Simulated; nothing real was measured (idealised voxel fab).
Herein follows the process module entitled voxel transistor to metal.
The cross-section shown here is cut; it is 200 nm wide and divided into square cells measuring 5 nm on a side.
Square cells in a grid make up a cross-section in this document, and the grid is given as bands, listed from the top down, each one or more rows of cells. Heads up on the band format: heights come first, top then bottom, in nm. After that it's the materials left to right, each with its width in nm. A single material flagged "everywhere" fills the whole band edge to edge, and "air" means there's empty space there. Height is counted from the level 0, under which the received wafer is composed throughout of one material. The lowest of the bands is not closed at the bottom but continues downward, in the notation "0 and below". The width entry "30..40" should be interpreted row by row: the top row of cells in the band takes the first number, the bottom row takes the second number, and the change between adjacent rows is uniform throughout. "everything unchanged" (step): cross-section cells unchanged, all of them. In "Trapped void list" the enclosed voids are listed, meaning empty spaces of 8 cells or larger without any opening to the top. The form is width x height at distance, distance from the left edge, units nm. Past the settings on a step's line: simulator remark, on that step. overlay nm: how far to the right of its planned place the mask lay on this masked step (negative: to the left). Each of the pairs that make up the rest of this document says: here is the cross-section before one process step, here is the cross-section after it, drawn only down to the lowest band that changed, and here, under the pair, is the step lying between them with its settings. Different pairs may come from different runs of this module on the same starting wafer, so a pair continues from the pair above it only where its entry headed "Before the step" says so.

### Before the step
  75 down to 60  aC everywhere
  60 down to 45  SiO2 everywhere
  45 down to 35  80 of SiO2, then 5 of SiN, then 5 of SiO2, then 20 of SiCN, then 5 of SiO2, then 5 of SiN, then 80 of SiO2
  35 down to 30  SiCN everywhere
  30 down to 0  polySi everywhere
  0 down to -5  SiO2 everywhere
  -5 down to -25  45 of SiO2, then 110 of Si, then 45 of SiO2
  -25 and below  Si everywhere
  Trapped void list: none

### Sectional Result
  105 down to 75  50 of resist, then 20 of air, then 60 of resist, then 20 of air, then 50 of resist
  Whatever lies below 75 is exactly as it was before.
  Trapped void list: none
Which process step falls between the two cross-sections above? PATTERN (tone open; mask id CONTACT; material resist; width nm 20; pitch nm 80; thk nm 30; overlay nm 0)

Before the step: = after-state of the pair above.

### Sectional Result
  90 down to 75  50 of resist, then 20 of air, then 60 of resist, then 20 of air, then 50 of resist
  75 down to 60  50 of aC, then 20 of air, then 60 of aC, then 20 of air, then 50 of aC
  Whatever lies below 60 is exactly as it was before.
  Trapped void list: none
Which process step falls between the two cross-sections above? DIRECTIONAL_ETCH (etch materials aC; depth nm 15)

Before the step: = after-state of the pair above.

### Sectional Result
  75 down to 60  50 of aC, then 20 of air, then 60 of aC, then 20 of air, then 50 of aC
  Whatever lies below 60 is exactly as it was before.
  Trapped void list: none
Which process step falls between the two cross-sections above? STRIP (etch materials resist)

Before the step: = after-state of the pair above.

### Sectional Result
  75 down to 60  50 of aC, then 20 of air, then 60 of aC, then 20 of air, then 50 of aC
  60 down to 45  50 of SiO2, then 20 of air, then 60 of SiO2, then 20 of air, then 50 of SiO2
  45 down to 35  50 of SiO2, then 20 of air, then 10 of SiO2, then 5 of SiN, then 5 of SiO2, then 20 of SiCN, then 5 of SiO2, then 5 of SiN, then 10 of SiO2, then 20 of air, then 50 of SiO2
  Whatever lies below 35 is exactly as it was before.
  Trapped void list: none
Which process step falls between the two cross-sections above? DIRECTIONAL_ETCH (etch materials SiO2; depth nm 65)

Before the step: = after-state of the pair above.

### Sectional Result
  60 down to 45  50 of SiO2, then 20 of air, then 60 of SiO2, then 20 of air, then 50 of SiO2
  Whatever lies below 45 is exactly as it was before.
  Trapped void list: none
Which process step falls between the two cross-sections above? STRIP (etch materials aC)

Before the step: = after-state of the pair above.

### Sectional Result
  65 down to 60  55 of TiN, then 10 of air, then 70 of TiN, then 10 of air, then 55 of TiN
  60 down to 45  50 of SiO2, then 5 of TiN, then 10 of air, then 5 of TiN, then 60 of SiO2, then 5 of TiN, then 10 of air, then 5 of TiN, then 50 of SiO2
  45 down to 40  50 of SiO2, then 5 of TiN, then 10 of air, then 5 of TiN, then 10 of SiO2, then 5 of SiN, then 5 of SiO2, then 20 of SiCN, then 5 of SiO2, then 5 of SiN, then 10 of SiO2, then 5 of TiN, then 10 of air, then 5 of TiN, then 50 of SiO2
  40 down to 35  50 of SiO2, then 20 of TiN, then 10 of SiO2, then 5 of SiN, then 5 of SiO2, then 20 of SiCN, then 5 of SiO2, then 5 of SiN, then 10 of SiO2, then 20 of TiN, then 50 of SiO2
  Whatever lies below 35 is exactly as it was before.
  Trapped void list: none
Which process step falls between the two cross-sections above? CONFORMAL_DEP (material TiN; thk nm 5)

Before the step: = after-state of the pair above.

### Sectional Result
  75 down to 65  W everywhere
  65 down to 60  55 of TiN, then 10 of W, then 70 of TiN, then 10 of W, then 55 of TiN
  60 down to 45  50 of SiO2, then 5 of TiN, then 10 of W, then 5 of TiN, then 60 of SiO2, then 5 of TiN, then 10 of W, then 5 of TiN, then 50 of SiO2
  45 down to 40  50 of SiO2, then 5 of TiN, then 10 of W, then 5 of TiN, then 10 of SiO2, then 5 of SiN, then 5 of SiO2, then 20 of SiCN, then 5 of SiO2, then 5 of SiN, then 10 of SiO2, then 5 of TiN, then 10 of W, then 5 of TiN, then 50 of SiO2
  Whatever lies below 40 is exactly as it was before.
  Trapped void list: none
Which process step falls between the two cross-sections above? FILL_DEP (material W; thk nm 10)

Before the step: = after-state of the pair above.

### Sectional Result
  60 down to 45  50 of SiO2, then 5 of TiN, then 10 of W, then 5 of TiN, then 60 of SiO2, then 5 of TiN, then 10 of W, then 5 of TiN, then 50 of SiO2
  Whatever lies below 45 is exactly as it was before.
  Trapped void list: none
Which process step falls between the two cross-sections above? CMP (height nm 60)

Before the step: = after-state of the pair above.

### Sectional Result
  65 down to 60  TiN everywhere
  Whatever lies below 60 is exactly as it was before.
  Trapped void list: none
Which process step falls between the two cross-sections above? DIRECTIONAL_DEP (material TiN; thk nm 5)

Before the step: = after-state of the pair above.

### Sectional Result
  85 down to 65  Ru everywhere
  Whatever lies below 65 is exactly as it was before.
  Trapped void list: none
Which process step falls between the two cross-sections above? DIRECTIONAL_DEP (material Ru; thk nm 20)

Before the step: = after-state of the pair above.

### Sectional Result
  105 down to 85  50 of air, then 20 of resist, then 60 of air, then 20 of resist, then 50 of air
  Whatever lies below 85 is exactly as it was before.
  Trapped void list: none
Which process step falls between the two cross-sections above? PATTERN (tone cover; mask id METAL_1; material resist; width nm 20; pitch nm 80; thk nm 20; overlay nm 0)

Before the step: = after-state of the pair above.

### Sectional Result
  105 down to 85  50 of air, then 20 of resist, then 60 of air, then 20 of resist, then 50 of air
  85 down to 65  50 of air, then 20 of Ru, then 60 of air, then 20 of Ru, then 50 of air
  Whatever lies below 65 is exactly as it was before.
  Trapped void list: none
Which process step falls between the two cross-sections above? DIRECTIONAL_ETCH (etch materials Ru; depth nm 20)

Before the step: = after-state of the pair above.

### Sectional Result
  105 down to 85  50 of air, then 20 of resist, then 60 of air, then 20 of resist, then 50 of air
  85 down to 65  50 of air, then 20 of Ru, then 60 of air, then 20 of Ru, then 50 of air
  65 down to 60  50 of air, then 20 of TiN, then 60 of air, then 20 of TiN, then 50 of air
  Whatever lies below 60 is exactly as it was before.
  Trapped void list: none
Which process step falls between the two cross-sections above? DIRECTIONAL_ETCH (etch materials TiN; depth nm 5)

Before the step: = after-state of the pair above.

### Sectional Result
  85 down to 65  50 of air, then 20 of Ru, then 60 of air, then 20 of Ru, then 50 of air
  Whatever lies below 65 is exactly as it was before.
  Trapped void list: none
Which process step falls between the two cross-sections above? STRIP (etch materials resist)

Before the step: = after-state of the pair above.

### Sectional Result
  95 down to 85  lowk everywhere
  85 down to 65  50 of lowk, then 20 of Ru, then 60 of lowk, then 20 of Ru, then 50 of lowk
  65 down to 60  50 of lowk, then 20 of TiN, then 60 of lowk, then 20 of TiN, then 50 of lowk
  Whatever lies below 60 is exactly as it was before.
  Trapped void list: none
Which process step falls between the two cross-sections above? FILL_DEP (material lowk; thk nm 10)

Before the step: = after-state of the pair above.

### Sectional Result
  85 down to 65  50 of lowk, then 20 of Ru, then 60 of lowk, then 20 of Ru, then 50 of lowk
  Whatever lies below 65 is exactly as it was before.
  Trapped void list: none
Which process step falls between the two cross-sections above? CMP (height nm 85)

Before the step: = after-state of the pair above.

### Sectional Result
  90 down to 85  SiCN everywhere
  Whatever lies below 85 is exactly as it was before.
  Trapped void list: none
Which process step falls between the two cross-sections above? CONFORMAL_DEP (material SiCN; thk nm 5)

### Before the step
  15 down to 5  40 of SiO2, then 120 of SiN, then 40 of SiO2
  5 down to 0  SiO2 everywhere
  0 down to -25  45 of SiO2, then 110 of Si, then 45 of SiO2
  -25 and below  Si everywhere
  Trapped void list: none

### Sectional Result
  15 down to 5  40 of SiO2, then 120 of air, then 40 of SiO2
  Whatever lies below 5 is exactly as it was before.
  Trapped void list: none
Which process step falls between the two cross-sections above? STRIP (etch materials SiN)

Before the step: = after-state of the pair above.

### Sectional Result
  5 down to 0  30 of SiO2, then 140 of air, then 30 of SiO2
  0 down to -5  30 of SiO2, then 15 of air, then 110 of Si, then 15 of air, then 30 of SiO2
  Whatever lies below -5 is exactly as it was before.
  Trapped void list: none
Which process step falls between the two cross-sections above? SELECTIVE_ETCH (etch materials SiO2; depth nm 10)

Before the step: = after-state of the pair above.

### Sectional Result
  0 down to -10  25 of SiO2, then 20 of air, then 110 of Si, then 20 of air, then 25 of SiO2
  Whatever lies below -10 is exactly as it was before.
  Trapped void list: none
Which process step falls between the two cross-sections above? SELECTIVE_ETCH (etch materials SiO2; depth nm 5)

Before the step: = after-state of the pair above.

### Sectional Result
  0 down to -5  25 of SiO2, then 20 of air, then 110 of SiO2, then 20 of air, then 25 of SiO2
  -5 down to -10  25 of SiO2, then 20 of air, then 5 of SiO2, then 100 of Si, then 5 of SiO2, then 20 of air, then 25 of SiO2
  -10 down to -15  50 of SiO2, then 100 of Si, then 50 of SiO2
  Whatever lies below -15 is exactly as it was before.
  Trapped void list: none
Which process step falls between the two cross-sections above? OXIDIZE (depth nm 5)

Before the step: = after-state of the pair above.

### Sectional Result
  30 down to 20  25 of polySi, then 20 of air, then 110 of polySi, then 20 of air, then 25 of polySi
  20 down to 0  polySi everywhere
  0 down to -5  25 of SiO2, then 20 of polySi, then 110 of SiO2, then 20 of polySi, then 25 of SiO2
  -5 down to -10  25 of SiO2, then 20 of polySi, then 5 of SiO2, then 100 of Si, then 5 of SiO2, then 20 of polySi, then 25 of SiO2
  Whatever lies below -10 is exactly as it was before.
  Trapped void list: none
Which process step falls between the two cross-sections above? DIRECTIONAL_DEP (material polySi; thk nm 30)

Before the step: = after-state of the pair above.

### Sectional Result
  45 down to 35  25 of SiCN, then 20 of air, then 110 of SiCN, then 20 of air, then 25 of SiCN
  35 down to 30  SiCN everywhere
  30 down to 20  25 of polySi, then 20 of SiCN, then 110 of polySi, then 20 of SiCN, then 25 of polySi
  Whatever lies below 20 is exactly as it was before.
  Trapped void list: none
Which process step falls between the two cross-sections above? DIRECTIONAL_DEP (material SiCN; thk nm 15)

Before the step: = after-state of the pair above.

### Sectional Result
  60 down to 50  25 of aC, then 20 of air, then 110 of aC, then 20 of air, then 25 of aC
  50 down to 45  aC everywhere
  45 down to 35  25 of SiCN, then 20 of aC, then 110 of SiCN, then 20 of aC, then 25 of SiCN
  Whatever lies below 35 is exactly as it was before.
  Trapped void list: none
Which process step falls between the two cross-sections above? DIRECTIONAL_DEP (material aC; thk nm 15)

Before the step: = after-state of the pair above.

### Sectional Result
  95 down to 60  90 of air, then 20 of resist, then 90 of air
  Whatever lies below 60 is exactly as it was before.
  Trapped void list: none
Which process step falls between the two cross-sections above? PATTERN (tone cover; mask id GATE; material resist; width nm 20; thk nm 35; overlay nm 0)

Before the step: = after-state of the pair above.

### Sectional Result
  80 down to 60  90 of air, then 20 of resist, then 90 of air
  60 down to 45  90 of air, then 20 of aC, then 90 of air
  45 down to 35  25 of SiCN, then 20 of air, then 110 of SiCN, then 20 of air, then 25 of SiCN
  Whatever lies below 35 is exactly as it was before.
  Trapped void list: none
Which process step falls between the two cross-sections above? DIRECTIONAL_ETCH (etch materials aC; depth nm 15)

Before the step: = after-state of the pair above.

### Sectional Result
  60 down to 45  90 of air, then 20 of aC, then 90 of air
  Whatever lies below 45 is exactly as it was before.
  Trapped void list: none
Which process step falls between the two cross-sections above? STRIP (etch materials resist)

Before the step: = after-state of the pair above.

### Sectional Result
  60 down to 45  90 of air, then 20 of aC, then 90 of air
  45 down to 30  90 of air, then 20 of SiCN, then 90 of air
  30 down to 20  25 of polySi, then 20 of air, then 110 of polySi, then 20 of air, then 25 of polySi
  Whatever lies below 20 is exactly as it was before.
  Trapped void list: none
Which process step falls between the two cross-sections above? DIRECTIONAL_ETCH (etch materials SiCN; depth nm 25)

Before the step: = after-state of the pair above.

### Sectional Result
  60 down to 45  90 of air, then 20 of aC, then 90 of air
  45 down to 30  90 of air, then 20 of SiCN, then 90 of air
  30 down to 0  90 of air, then 20 of polySi, then 90 of air
  0 down to -5  25 of SiO2, then 20 of air, then 110 of SiO2, then 20 of air, then 25 of SiO2
  -5 down to -10  25 of SiO2, then 20 of air, then 5 of SiO2, then 100 of Si, then 5 of SiO2, then 20 of air, then 25 of SiO2
  Whatever lies below -10 is exactly as it was before.
  Trapped void list: none
Which process step falls between the two cross-sections above? DIRECTIONAL_ETCH (etch materials polySi; depth nm 40)

Before the step: = after-state of the pair above.

### Sectional Result
  45 down to 30  90 of air, then 20 of SiCN, then 90 of air
  Whatever lies below 30 is exactly as it was before.
  Trapped void list: none
Which process step falls between the two cross-sections above? STRIP (etch materials aC)

Before the step: = after-state of the pair above.

### Sectional Result
  50 down to 45  85 of air, then 30 of SiO2, then 85 of air
  45 down to 30  85 of air, then 5 of SiO2, then 20 of SiCN, then 5 of SiO2, then 85 of air
  30 down to 5  85 of air, then 5 of SiO2, then 20 of polySi, then 5 of SiO2, then 85 of air
  5 down to 0  30 of SiO2, then 10 of air, then 50 of SiO2, then 20 of polySi, then 50 of SiO2, then 10 of air, then 30 of SiO2
  0 down to -5  30 of SiO2, then 10 of air, then 120 of SiO2, then 10 of air, then 30 of SiO2
  -5 down to -15  50 of SiO2, then 100 of Si, then 50 of SiO2
  Whatever lies below -15 is exactly as it was before.
  Trapped void list: none
Which process step falls between the two cross-sections above? CONFORMAL_DEP (material SiO2; thk nm 5)

Before the step: = after-state of the pair above.

### Sectional Result
  45 down to 30  85 of air, then 5 of SiO2, then 20 of SiCN, then 5 of SiO2, then 85 of air
  30 down to 0  85 of air, then 5 of SiO2, then 20 of polySi, then 5 of SiO2, then 85 of air
  0 down to -5  30 of SiO2, then 10 of air, then 120 of SiO2, then 10 of air, then 30 of SiO2
  -5 down to -10  30 of SiO2, then 10 of air, then 10 of SiO2, then 100 of Si, then 10 of SiO2, then 10 of air, then 30 of SiO2
  Whatever lies below -10 is exactly as it was before.
  Trapped void list: none
Which process step falls between the two cross-sections above? DIRECTIONAL_ETCH (etch materials SiO2; depth nm 5)

Before the step: = after-state of the pair above.

### Sectional Result
  50 down to 45  80 of air, then 40 of SiN, then 80 of air
  45 down to 30  80 of air, then 5 of SiN, then 5 of SiO2, then 20 of SiCN, then 5 of SiO2, then 5 of SiN, then 80 of air
  30 down to 5  80 of air, then 5 of SiN, then 5 of SiO2, then 20 of polySi, then 5 of SiO2, then 5 of SiN, then 80 of air
  5 down to 0  85 of SiN, then 5 of SiO2, then 20 of polySi, then 5 of SiO2, then 85 of SiN
  0 down to -5  30 of SiO2, then 10 of SiN, then 120 of SiO2, then 10 of SiN, then 30 of SiO2
  -5 down to -10  30 of SiO2, then 10 of SiN, then 10 of SiO2, then 100 of Si, then 10 of SiO2, then 10 of SiN, then 30 of SiO2
  Whatever lies below -10 is exactly as it was before.
  Trapped void list: none
Which process step falls between the two cross-sections above? CONFORMAL_DEP (material SiN; thk nm 5)

Before the step: = after-state of the pair above.

### Sectional Result
  45 down to 30  80 of air, then 5 of SiN, then 5 of SiO2, then 20 of SiCN, then 5 of SiO2, then 5 of SiN, then 80 of air
  30 down to 0  80 of air, then 5 of SiN, then 5 of SiO2, then 20 of polySi, then 5 of SiO2, then 5 of SiN, then 80 of air
  Whatever lies below 0 is exactly as it was before.
  Trapped void list: none
Which process step falls between the two cross-sections above? DIRECTIONAL_ETCH (etch materials SiN; depth nm 5)

Before the step: = after-state of the pair above.

### Sectional Result
  45 down to 40  80 of air, then 5 of SiN, then 5 of air, then 20 of SiCN, then 5 of air, then 5 of SiN, then 80 of air
  40 down to 30  80 of air, then 5 of SiN, then 5 of SiO2, then 20 of SiCN, then 5 of SiO2, then 5 of SiN, then 80 of air
  30 down to 0  80 of air, then 5 of SiN, then 5 of SiO2, then 20 of polySi, then 5 of SiO2, then 5 of SiN, then 80 of air
  0 down to -5  30 of air, then 10 of SiN, then 40 of air, then 40 of SiO2, then 40 of air, then 10 of SiN, then 30 of air
  Whatever lies below -5 is exactly as it was before.
  Trapped void list: none
Which process step falls between the two cross-sections above? DIRECTIONAL_ETCH (etch materials SiO2; depth nm 5)

Before the step: = after-state of the pair above.

### Sectional Result
  45 down to 40  80 of air, then 5 of SiN, then 5 of air, then 20 of SiCN, then 5 of air, then 5 of SiN, then 80 of air
  40 down to 30  80 of air, then 5 of SiN, then 5 of SiO2, then 20 of SiCN, then 5 of SiO2, then 5 of SiN, then 80 of air
  30 down to 0  80 of air, then 5 of SiN, then 5 of SiO2, then 20 of polySi, then 5 of SiO2, then 5 of SiN, then 80 of air
  0 down to -5  30 of air, then 10 of SiN, then 40 of air, then 40 of SiO2, then 40 of air, then 10 of SiN, then 30 of air
  -5 down to -10  30 of SiO2, then 10 of SiN, then 10 of SiO2, then 30 of air, then 40 of Si, then 30 of air, then 10 of SiO2, then 10 of SiN, then 30 of SiO2
  Whatever lies below -10 is exactly as it was before.
  Trapped void list: none
Which process step falls between the two cross-sections above? DIRECTIONAL_ETCH (etch materials Si; depth nm 5)

Before the step: = after-state of the pair above.

### Sectional Result
  45 down to 40  80 of air, then 5 of SiN, then 5 of air, then 20 of SiCN, then 5 of air, then 5 of SiN, then 80 of air
  40 down to 30  80 of air, then 5 of SiN, then 5 of SiO2, then 20 of SiCN, then 5 of SiO2, then 5 of SiN, then 80 of air
  30 down to 0  80 of air, then 5 of SiN, then 5 of SiO2, then 20 of polySi, then 5 of SiO2, then 5 of SiN, then 80 of air
  0 down to -5  30 of air, then 10 of SiN, then 35 of air, then 5 of nSi, then 40 of SiO2, then 5 of nSi, then 35 of air, then 10 of SiN, then 30 of air
  -5 down to -10  30 of SiO2, then 10 of SiN, then 10 of SiO2, then 30 of nSi, then 40 of Si, then 30 of nSi, then 10 of SiO2, then 10 of SiN, then 30 of SiO2
  Whatever lies below -10 is exactly as it was before.
  Trapped void list: none
Which process step falls between the two cross-sections above? EPI (material nSi; thk nm 5)

Before the step: = after-state of the pair above.

### Sectional Result
  50 down to 45  SiO2 everywhere
  45 down to 30  80 of SiO2, then 5 of SiN, then 5 of SiO2, then 20 of SiCN, then 5 of SiO2, then 5 of SiN, then 80 of SiO2
  30 down to 0  80 of SiO2, then 5 of SiN, then 5 of SiO2, then 20 of polySi, then 5 of SiO2, then 5 of SiN, then 80 of SiO2
  0 down to -5  30 of SiO2, then 10 of SiN, then 35 of SiO2, then 5 of nSi, then 40 of SiO2, then 5 of nSi, then 35 of SiO2, then 10 of SiN, then 30 of SiO2
  Whatever lies below -5 is exactly as it was before.
  Trapped void list: none
Which process step falls between the two cross-sections above? FILL_DEP (material SiO2; thk nm 5)

Before the step: = after-state of the pair above.

### Sectional Result
  45 down to 30  80 of SiO2, then 5 of SiN, then 5 of SiO2, then 20 of SiCN, then 5 of SiO2, then 5 of SiN, then 80 of SiO2
  Whatever lies below 30 is exactly as it was before.
  Trapped void list: none
Which process step falls between the two cross-sections above? CMP (height nm 45)

Before the step: = after-state of the pair above.

### Sectional Result
  60 down to 45  SiO2 everywhere
  Whatever lies below 45 is exactly as it was before.
  Trapped void list: none
Which process step falls between the two cross-sections above? DIRECTIONAL_DEP (material SiO2; thk nm 15)

Before the step: = after-state of the pair above.

### Sectional Result
  75 down to 60  aC everywhere
  Whatever lies below 60 is exactly as it was before.
  Trapped void list: none
Which process step falls between the two cross-sections above? DIRECTIONAL_DEP (material aC; thk nm 15)

Before the step: = after-state of the pair above.

### Sectional Result
  105 down to 75  50 of resist, then 20 of air, then 60 of resist, then 20 of air, then 50 of resist
  Whatever lies below 75 is exactly as it was before.
  Trapped void list: none
Which process step falls between the two cross-sections above? PATTERN (tone open; mask id CONTACT; material resist; width nm 20; pitch nm 80; thk nm 30; overlay nm 0)

Before the step: = after-state of the pair above.

### Sectional Result
  90 down to 75  50 of resist, then 20 of air, then 60 of resist, then 20 of air, then 50 of resist
  75 down to 60  50 of aC, then 20 of air, then 60 of aC, then 20 of air, then 50 of aC
  Whatever lies below 60 is exactly as it was before.
  Trapped void list: none
Which process step falls between the two cross-sections above? DIRECTIONAL_ETCH (etch materials aC; depth nm 15)

Before the step: = after-state of the pair above.

### Sectional Result
  75 down to 60  50 of aC, then 20 of air, then 60 of aC, then 20 of air, then 50 of aC
  Whatever lies below 60 is exactly as it was before.
  Trapped void list: none
Which process step falls between the two cross-sections above? STRIP (etch materials resist)

Before the step: = after-state of the pair above.

### Sectional Result
  75 down to 60  50 of aC, then 20 of air, then 60 of aC, then 20 of air, then 50 of aC
  60 down to 45  50 of SiO2, then 20 of air, then 60 of SiO2, then 20 of air, then 50 of SiO2
  45 down to 30  50 of SiO2, then 20 of air, then 10 of SiO2, then 5 of SiN, then 5 of SiO2, then 20 of SiCN, then 5 of SiO2, then 5 of SiN, then 10 of SiO2, then 20 of air, then 50 of SiO2
  30 down to 0  50 of SiO2, then 20 of air, then 10 of SiO2, then 5 of SiN, then 5 of SiO2, then 20 of polySi, then 5 of SiO2, then 5 of SiN, then 10 of SiO2, then 20 of air, then 50 of SiO2
  0 down to -5  30 of SiO2, then 10 of SiN, then 10 of SiO2, then 20 of air, then 5 of SiO2, then 5 of nSi, then 40 of SiO2, then 5 of nSi, then 5 of SiO2, then 20 of air, then 10 of SiO2, then 10 of SiN, then 30 of SiO2
  Whatever lies below -5 is exactly as it was before.
  Trapped void list: none
Which process step falls between the two cross-sections above? DIRECTIONAL_ETCH (etch materials SiO2; depth nm 65)

Before the step: = after-state of the pair above.

### Sectional Result
  60 down to 45  50 of SiO2, then 20 of air, then 60 of SiO2, then 20 of air, then 50 of SiO2
  Whatever lies below 45 is exactly as it was before.
  Trapped void list: none
Which process step falls between the two cross-sections above? STRIP (etch materials aC)

Before the step: = after-state of the pair above.

### Sectional Result
  65 down to 60  55 of TiN, then 10 of air, then 70 of TiN, then 10 of air, then 55 of TiN
  60 down to 45  50 of SiO2, then 5 of TiN, then 10 of air, then 5 of TiN, then 60 of SiO2, then 5 of TiN, then 10 of air, then 5 of TiN, then 50 of SiO2
  45 down to 30  50 of SiO2, then 5 of TiN, then 10 of air, then 5 of TiN, then 10 of SiO2, then 5 of SiN, then 5 of SiO2, then 20 of SiCN, then 5 of SiO2, then 5 of SiN, then 10 of SiO2, then 5 of TiN, then 10 of air, then 5 of TiN, then 50 of SiO2
  30 down to 0  50 of SiO2, then 5 of TiN, then 10 of air, then 5 of TiN, then 10 of SiO2, then 5 of SiN, then 5 of SiO2, then 20 of polySi, then 5 of SiO2, then 5 of SiN, then 10 of SiO2, then 5 of TiN, then 10 of air, then 5 of TiN, then 50 of SiO2
  0 down to -5  30 of SiO2, then 10 of SiN, then 10 of SiO2, then 20 of TiN, then 5 of SiO2, then 5 of nSi, then 40 of SiO2, then 5 of nSi, then 5 of SiO2, then 20 of TiN, then 10 of SiO2, then 10 of SiN, then 30 of SiO2
  Whatever lies below -5 is exactly as it was before.
  Trapped void list: none
Which process step falls between the two cross-sections above? CONFORMAL_DEP (material TiN; thk nm 5)

Before the step: = after-state of the pair above.

### Sectional Result
  75 down to 65  W everywhere
  65 down to 60  55 of TiN, then 10 of W, then 70 of TiN, then 10 of W, then 55 of TiN
  60 down to 45  50 of SiO2, then 5 of TiN, then 10 of W, then 5 of TiN, then 60 of SiO2, then 5 of TiN, then 10 of W, then 5 of TiN, then 50 of SiO2
  45 down to 30  50 of SiO2, then 5 of TiN, then 10 of W, then 5 of TiN, then 10 of SiO2, then 5 of SiN, then 5 of SiO2, then 20 of SiCN, then 5 of SiO2, then 5 of SiN, then 10 of SiO2, then 5 of TiN, then 10 of W, then 5 of TiN, then 50 of SiO2
  30 down to 0  50 of SiO2, then 5 of TiN, then 10 of W, then 5 of TiN, then 10 of SiO2, then 5 of SiN, then 5 of SiO2, then 20 of polySi, then 5 of SiO2, then 5 of SiN, then 10 of SiO2, then 5 of TiN, then 10 of W, then 5 of TiN, then 50 of SiO2
  Whatever lies below 0 is exactly as it was before.
  Trapped void list: none
Which process step falls between the two cross-sections above? FILL_DEP (material W; thk nm 10)

Before the step: = after-state of the pair above.

### Sectional Result
  60 down to 45  50 of SiO2, then 5 of TiN, then 10 of W, then 5 of TiN, then 60 of SiO2, then 5 of TiN, then 10 of W, then 5 of TiN, then 50 of SiO2
  Whatever lies below 45 is exactly as it was before.
  Trapped void list: none
Which process step falls between the two cross-sections above? CMP (height nm 60)

Before the step: = after-state of the pair above.

### Sectional Result
  65 down to 60  TiN everywhere
  Whatever lies below 60 is exactly as it was before.
  Trapped void list: none
Which process step falls between the two cross-sections above? DIRECTIONAL_DEP (material TiN; thk nm 5)

Before the step: = after-state of the pair above.

### Sectional Result
  85 down to 65  Ru everywhere
  Whatever lies below 65 is exactly as it was before.
  Trapped void list: none
Which process step falls between the two cross-sections above? DIRECTIONAL_DEP (material Ru; thk nm 20)

Before the step: = after-state of the pair above.

### Sectional Result
  105 down to 85  50 of air, then 20 of resist, then 60 of air, then 20 of resist, then 50 of air
  Whatever lies below 85 is exactly as it was before.
  Trapped void list: none
Which process step falls between the two cross-sections above? PATTERN (tone cover; mask id METAL_1; material resist; width nm 20; pitch nm 80; thk nm 20; overlay nm 0)

Before the step: = after-state of the pair above.

### Sectional Result
  105 down to 85  50 of air, then 20 of resist, then 60 of air, then 20 of resist, then 50 of air
  85 down to 65  50 of air, then 20 of Ru, then 60 of air, then 20 of Ru, then 50 of air
  Whatever lies below 65 is exactly as it was before.
  Trapped void list: none
Which process step falls between the two cross-sections above? DIRECTIONAL_ETCH (etch materials Ru; depth nm 20)

Before the step: = after-state of the pair above.

### Sectional Result
  105 down to 85  50 of air, then 20 of resist, then 60 of air, then 20 of resist, then 50 of air
  85 down to 65  50 of air, then 20 of Ru, then 60 of air, then 20 of Ru, then 50 of air
  65 down to 60  50 of air, then 20 of TiN, then 60 of air, then 20 of TiN, then 50 of air
  Whatever lies below 60 is exactly as it was before.
  Trapped void list: none
Which process step falls between the two cross-sections above? DIRECTIONAL_ETCH (etch materials TiN; depth nm 5)

Before the step: = after-state of the pair above.

### Sectional Result
  85 down to 65  50 of air, then 20 of Ru, then 60 of air, then 20 of Ru, then 50 of air
  Whatever lies below 65 is exactly as it was before.
  Trapped void list: none
Which process step falls between the two cross-sections above? STRIP (etch materials resist)

Before the step: = after-state of the pair above.

### Sectional Result
  95 down to 85  lowk everywhere
  85 down to 65  50 of lowk, then 20 of Ru, then 60 of lowk, then 20 of Ru, then 50 of lowk
  65 down to 60  50 of lowk, then 20 of TiN, then 60 of lowk, then 20 of TiN, then 50 of lowk
  Whatever lies below 60 is exactly as it was before.
  Trapped void list: none
Which process step falls between the two cross-sections above? FILL_DEP (material lowk; thk nm 10)

Before the step: = after-state of the pair above.

### Sectional Result
  85 down to 65  50 of lowk, then 20 of Ru, then 60 of lowk, then 20 of Ru, then 50 of lowk
  Whatever lies below 65 is exactly as it was before.
  Trapped void list: none
Which process step falls between the two cross-sections above? CMP (height nm 85)

Before the step: = after-state of the pair above.

### Sectional Result
  90 down to 85  SiCN everywhere
  Whatever lies below 85 is exactly as it was before.
  Trapped void list: none
Which process step falls between the two cross-sections above? CONFORMAL_DEP (material SiCN; thk nm 5)

### Before the step
  30 down to 15  40 of air, then 120 of resist, then 40 of air
  15 down to 5  40 of air, then 120 of SiN, then 40 of air
  5 down to 0  40 of air, then 120 of SiO2, then 40 of air
  0 and below  Si everywhere
  Trapped void list: none

### Sectional Result
  30 down to 15  40 of air, then 120 of resist, then 40 of air
  15 down to 5  40 of air, then 120 of SiN, then 40 of air
  5 down to 0  40 of air, then 120 of SiO2, then 40 of air
  0 down to -30  40 of air, then 120 of Si, then 40 of air
  Whatever lies below -30 is exactly as it was before.
  Trapped void list: none
Which process step falls between the two cross-sections above? DIRECTIONAL_ETCH (etch materials Si; depth nm 30)

Before the step: = after-state of the pair above.

### Sectional Result
  15 down to 5  40 of air, then 120 of SiN, then 40 of air
  Whatever lies below 5 is exactly as it was before.
  Trapped void list: none
Which process step falls between the two cross-sections above? STRIP (etch materials resist)

Before the step: = after-state of the pair above.

### Sectional Result
  15 down to 5  40 of air, then 120 of SiN, then 40 of air
  5 down to 0  40 of air, then 120 of SiO2, then 40 of air
  0 down to -30  40 of air, then 5 of SiO2, then 110 of Si, then 5 of SiO2, then 40 of air
  -30 down to -35  45 of SiO2, then 110 of Si, then 45 of SiO2
  Whatever lies below -35 is exactly as it was before.
  Trapped void list: none
Which process step falls between the two cross-sections above? OXIDIZE (depth nm 5)

Before the step: = after-state of the pair above.

### Sectional Result
  25 down to 15  SiO2 everywhere
  15 down to 5  40 of SiO2, then 120 of SiN, then 40 of SiO2
  5 down to 0  SiO2 everywhere
  0 down to -35  45 of SiO2, then 110 of Si, then 45 of SiO2
  Whatever lies below -35 is exactly as it was before.
  Trapped void list: none
Which process step falls between the two cross-sections above? FILL_DEP (material SiO2; thk nm 10)

Before the step: = after-state of the pair above.

### Sectional Result
  15 down to 5  40 of SiO2, then 120 of SiN, then 40 of SiO2
  Whatever lies below 5 is exactly as it was before.
  Trapped void list: none
Which process step falls between the two cross-sections above? CMP (height nm 15)

Before the step: = after-state of the pair above.

### Sectional Result
  15 down to 5  40 of air, then 120 of SiN, then 40 of air
  Whatever lies below 5 is exactly as it was before.
  Trapped void list: none
Which process step falls between the two cross-sections above? SELECTIVE_ETCH (etch materials SiO2; depth nm 10)
